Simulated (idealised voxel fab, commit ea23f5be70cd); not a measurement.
The document below concerns the process module designated voxel spacer lines.
Cross-section cut spans 300 nm and uses square cells 5 nm in size.
Cross-section, as written here: a square-cell grid given band by band from the top down, where a band holds one or more rows of cells.
Heads up on the band format: heights come first, top then bottom, in nm. After that it's the materials left to right, each with its width in nm. A single material flagged "edge to edge" fills the whole band edge to edge, and "air" means there's empty space there.
Zero point of the height axis is 0; under it, received wafer = one material. Lowest band: continues down indefinitely, "z 0 and below".
The width entry "30 to 40" should be interpreted row by row: the top row of cells in the band takes the first number, the bottom row takes the second number, and the change between adjacent rows is uniform throughout.
"remained the same" after a step means that no cell of the cross-section changed.
This entry, "Voids, fully enclosed", enumerates those empty regions of no fewer than 8 cells that possess no open connection to the top. Each region is reported in the form width x height at distance, the distance being taken from the left edge, with all three quantities expressed in nm.
after a step's settings: what the simulator itself notes on the step
The "overlay nm" setting may appear on a step's line; for a step that uses a mask, it gives how far to the right of its planned position the mask lay, and a negative value indicates the left.
Process steps - plan:
| 1 | RECEIVE | material Si |
| 2 | CONFORMAL_DEP | material Al2O3 | thk nm 5 |
| 3 | DIRECTIONAL_DEP | material polySi | thk nm 20 |
| 4 | DIRECTIONAL_DEP | material aC | thk nm 20 |
| 5 | PATTERN | tone cover | mask id MANDREL | material resist | width nm 25 | pitch nm 80 | thk nm 25 | overlay nm 0 |
| 6 | DIRECTIONAL_ETCH | etch materials aC | depth nm 20 |
| 7 | STRIP | etch materials resist |
| 8 | CONFORMAL_DEP | material SiN | thk nm 15 |
| 9 | DIRECTIONAL_ETCH | etch materials SiN | depth nm 15 |
| 10 | STRIP | etch materials aC |
| 11 | DIRECTIONAL_ETCH | etch materials polySi | depth nm 20 |
| 12 | STRIP | etch materials SiN |
| 13 | FILL_DEP | material SiO2 | thk nm 5 |
| 14 | CMP | height nm 25 |
As-received wafer cross-section (after step 1):
z 0 and below = Si edge to edge
Voids, fully enclosed: none
Run as planned - first of the two wafers cross-sectioned at the end of the module:
z 25 to 5 = 80 of SiO2, then 15 of polySi, then 25 of SiO2, then 15 of polySi, then 25 of SiO2, then 15 of polySi, then 25 of SiO2, then 15 of polySi, then 85 of SiO2
z 5 to 0 = Al2O3 edge to edge
z 0 and below = Si edge to edge
Voids, fully enclosed: none
Wafer two, end of module, cross-section. Same start, same plan as wafer one. One mistake in the run:
z 25 to 5 = 85 of SiO2, then 15 of polySi, then 15 of SiO2, then 15 of polySi, then 35 of SiO2, then 15 of polySi, then 15 of SiO2, then 15 of polySi, then 90 of SiO2
z 5 to 0 = Al2O3 edge to edge
z 0 and below = Si edge to edge
Voids, fully enclosed: none
The mistake made against the process plan was this: step 5 was run on a setting that differed from the plan, and what really ran there is PATTERN | tone cover | mask id MANDREL | material resist | width nm 15 | pitch nm 80 | thk nm 25 | overlay nm 0
The two final wafers agree on how many cells each material fills and disagree on which cells those are.
